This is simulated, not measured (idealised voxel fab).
A process module follows: voxel transistor to metal.
In the cross-section labelled cut, the width is 175 nm and each square cell is 5 nm.
The cross-sections in this document take the form of a grid made of square cells. They are written out as bands, in order from top to bottom. Each band consists of one or more rows of cells. Read a band's entry like this: the first values are the height of its top and the height of its bottom in nm, and what follows is the sequence of materials from left to right, each with its width in nm. Note that "air" is empty space, and that a single material marked "everywhere" reaches across the band from edge to edge. Heights from 0 (as-received wafer is one material below). Bottom band endless downward, as "0 nm and below". It should be noted that a width expressed as "30..40" varies in equal increments from row to row of cells within the band, taking the value of the first number at the top row and that of the second number at the bottom row. No cell of the cross-section changed in a step that is given as "nothing was modified". Fully sealed cavities: empty space of 8 cells or more with no open way to the top, each as width x height at its distance from the left edge, in nm. On each step's line, the part that comes after the settings is the simulator's own comment on the step. overlay nm: mask right of planned place by this much (step with mask). Neg. = left.
[These are the steps we planned for the process]
- 1: RECEIVE,material Si
- 2: OXIDIZE,depth nm 5
- 3: CONFORMAL_DEP,material SiN,thk nm 15
- 4: MASKED_ETCH,tone cover,mask id ACTIVE,width nm 135,etch materials SiN,depth nm 15,overlay nm 0
- 5: MASKED_ETCH,tone cover,mask id ACTIVE,width nm 135,etch materials SiO2,depth nm 5,overlay nm 0
- 6: MASKED_ETCH,tone cover,mask id ACTIVE,width nm 135,etch materials Si,depth nm 30,overlay nm 0
- 7: FILL_DEP,material SiO2,thk nm 10
- 8: CMP,height nm 15
- 9: SELECTIVE_ETCH,etch materials SiO2,depth nm 5
- 10: STRIP,etch materials SiN
- 11: SELECTIVE_ETCH,etch materials SiO2,depth nm 5
- 12: OXIDIZE,depth nm 5
- 13: DIRECTIONAL_DEP,material polySi,thk nm 25
- 14: DIRECTIONAL_DEP,material SiCN,thk nm 15
- 15: PATTERN,tone cover,mask id GATE,material resist,width nm 35,thk nm 20,overlay nm 0
- 16: DIRECTIONAL_ETCH,etch materials SiCN,depth nm 25
- 17: DIRECTIONAL_ETCH,etch materials polySi,depth nm 35
- 18: STRIP,etch materials resist
- 19: CONFORMAL_DEP,material SiO2,thk nm 5
- 20: DIRECTIONAL_ETCH,etch materials SiO2,depth nm 5
- 21: CONFORMAL_DEP,material SiN,thk nm 5
- 22: DIRECTIONAL_ETCH,etch materials SiN,depth nm 5
- 23: DIRECTIONAL_ETCH,etch materials SiO2,depth nm 5
- 24: DIRECTIONAL_ETCH,etch materials Si,depth nm 5
- 25: EPI,material SiGe,thk nm 10
- 26: FILL_DEP,material SiO2,thk nm 10
- 27: CMP,height nm 20
- 28: STRIP,etch materials polySi
- 29: SELECTIVE_ETCH,etch materials SiO2,depth nm 5
- 30: CONFORMAL_DEP,material HfO2,thk nm 5
- 31: CONFORMAL_DEP,material TiN,thk nm 5
- 32: FILL_DEP,material W,thk nm 5
- 33: CMP,height nm 15
- 34: DIRECTIONAL_DEP,material SiO2,thk nm 10
- 35: MASKED_ETCH,tone open,mask id CONTACT,width nm 20,pitch nm 95,etch materials SiO2,depth nm 30,overlay nm 0
- 36: CONFORMAL_DEP,material TiN,thk nm 5
- 37: FILL_DEP,material Ru,thk nm 10
- 38: CMP,height nm 25
- 39: DIRECTIONAL_DEP,material TiN,thk nm 5
- 40: DIRECTIONAL_DEP,material Ru,thk nm 20
- 41: DIRECTIONAL_DEP,material aC,thk nm 10
- 42: PATTERN,tone cover,mask id METAL_1,material resist,width nm 20,pitch nm 95,thk nm 30,overlay nm 0
- 43: DIRECTIONAL_ETCH,etch materials aC,depth nm 10
- 44: STRIP,etch materials resist
- 45: DIRECTIONAL_ETCH,etch materials Ru,depth nm 20
- 46: DIRECTIONAL_ETCH,etch materials TiN,depth nm 5
- 47: STRIP,etch materials aC
- 48: FILL_DEP,material SiO2,thk nm 5
- 49: CMP,height nm 50
- 50: CONFORMAL_DEP,material SiCN,thk nm 5
- 51: DIRECTIONAL_DEP,material lowk,thk nm 30
- 52: MASKED_ETCH,tone open,mask id METAL_2,width nm 20,pitch nm 95,etch materials lowk,depth nm 20,overlay nm 0
- 53: PATTERN,tone open,mask id METAL_2_HOLES,material resist,width nm 15,pitch nm 95,thk nm 15,overlay nm 0
- 54: DIRECTIONAL_ETCH,etch materials lowk,depth nm 10
- 55: DIRECTIONAL_ETCH,etch materials SiCN,depth nm 5
- 56: STRIP,etch materials resist
- 57: CONFORMAL_DEP,material TiN,thk nm 5
- 58: FILL_DEP,material Cu,thk nm 5
- 59: CMP,height nm 85
- 60: CONFORMAL_DEP,material SiN,thk nm 5
Wafer-to-wafer difference: thk nm, step 30. Common start. Plan = first wafer's value.
[As-received cross-section, first of several wafers, post step 1]
0 nm and below: Si everywhere
Fully sealed cavities: none
[Below, a row for every wafer. Read it as the end-of-module picture: for each material the wafer shows its cells gained (+) or lost (-) since it was received, and then its closed voids]
thk nm 5 | +18 Cu | +17 HfO2 | +50 Ru | -124 Si | +29 SiCN | +36 SiGe | +47 SiN | +295 SiO2 | +81 TiN | +15 W | +166 lowk | Fully sealed cavities: none
thk nm 10 | +18 Cu | +30 HfO2 | +50 Ru | -124 Si | +29 SiCN | +36 SiGe | +47 SiN | +295 SiO2 | +77 TiN | +6 W | +166 lowk | Fully sealed cavities: none
thk nm 15 | +18 Cu | +39 HfO2 | +50 Ru | -124 Si | +29 SiCN | +36 SiGe | +47 SiN | +295 SiO2 | +73 TiN | +1 W | +166 lowk | Fully sealed cavities: none
thk nm 20 | +18 Cu | +44 HfO2 | +50 Ru | -124 Si | +29 SiCN | +36 SiGe | +47 SiN | +295 SiO2 | +69 TiN | +166 lowk | Fully sealed cavities: none
